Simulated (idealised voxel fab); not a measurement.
Process module name: voxel trench capacitor
Displayed cross-section: cut, width of 240 nm, square cells sized 5 nm.
A cross-section is written here as square cells arranged in a grid, and it is given in bands from the top down, each band taking up one or more rows of cells.
The band entry comprises the height of the band's top followed by the height of its bottom, expressed in nm, and subsequently the band's materials from left to right, each stated together with its width in nm. Where a single material is marked with the word "everywhere", that material fills the band from edge to edge. The word "blank" represents empty space.
All heights in this document are referenced to 0, defined as the level beneath which the wafer, as received, consists entirely of one material. The lowest band is not bounded below; it extends indefinitely downward and is written in the form "z 0 and below".
A two-number width, for instance "30..40", indicates that the width is equal to the first number in the top row of the band and to the second number in the bottom row, and that it changes by a constant amount per row of cells.
No cell of the cross-section changed in a step that is given as "changes: none".
Look at "Enclosed internal cavities" for the closed voids: empty spaces with no open path to the top, sized 8 cells or up. Each is width x height at distance, distance from the left edge, all nm.
Where a step's line continues beyond its settings, the continuation is a remark by the simulator itself on that step.
What "overlay nm" on a step's line means: if the step has a mask, that mask lay this far to the right of its planned place, or, when the value is negative, to the left.

Process steps - plan:
1: op RECEIVE | material Si
2: op CONFORMAL_DEP | material SiN | thk nm 10
3: op MASKED_ETCH | tone open | mask id TRENCH | width nm 25 | pitch nm 40 | etch materials SiN | depth nm 10 | overlay nm 0
4: op MASKED_ETCH | tone open | mask id TRENCH | width nm 25 | pitch nm 40 | etch materials Si | depth nm 40 | overlay nm 0
5: op CONFORMAL_DEP | material Al2O3 | thk nm 5
6: op FILL_DEP | material polySi | thk nm 10
7: op CMP | height nm 10

Cross-section of the incoming wafer, state after step 1:
    z 0 and below: Si everywhere
    Enclosed internal cavities: none

What the wafer looks like in cross-section after this module, when it starts as shown above and follows the plan above but one mistake is made in running it:
    z 10 to 5: polySi 40, Al2O3 5, SiN 25, Al2O3 5, polySi 5, Al2O3 5, SiN 25, Al2O3 5, polySi 5, Al2O3 5, SiN 25, Al2O3 5, polySi 5, Al2O3 5, SiN 25, Al2O3 5, polySi 45
    z 5 to 0: Al2O3 45, SiN 25, Al2O3 15, SiN 25, Al2O3 15, SiN 25, Al2O3 15, SiN 25, Al2O3 50
    z 0 and below: Si everywhere
    Enclosed internal cavities: none
Deviation noted in wafer processing: step 3 was processed under conditions differing from the plan, specifically as op MASKED_ETCH | tone cover | mask id TRENCH | width nm 25 | pitch nm 40 | etch materials SiN | depth nm 10 | overlay nm 0
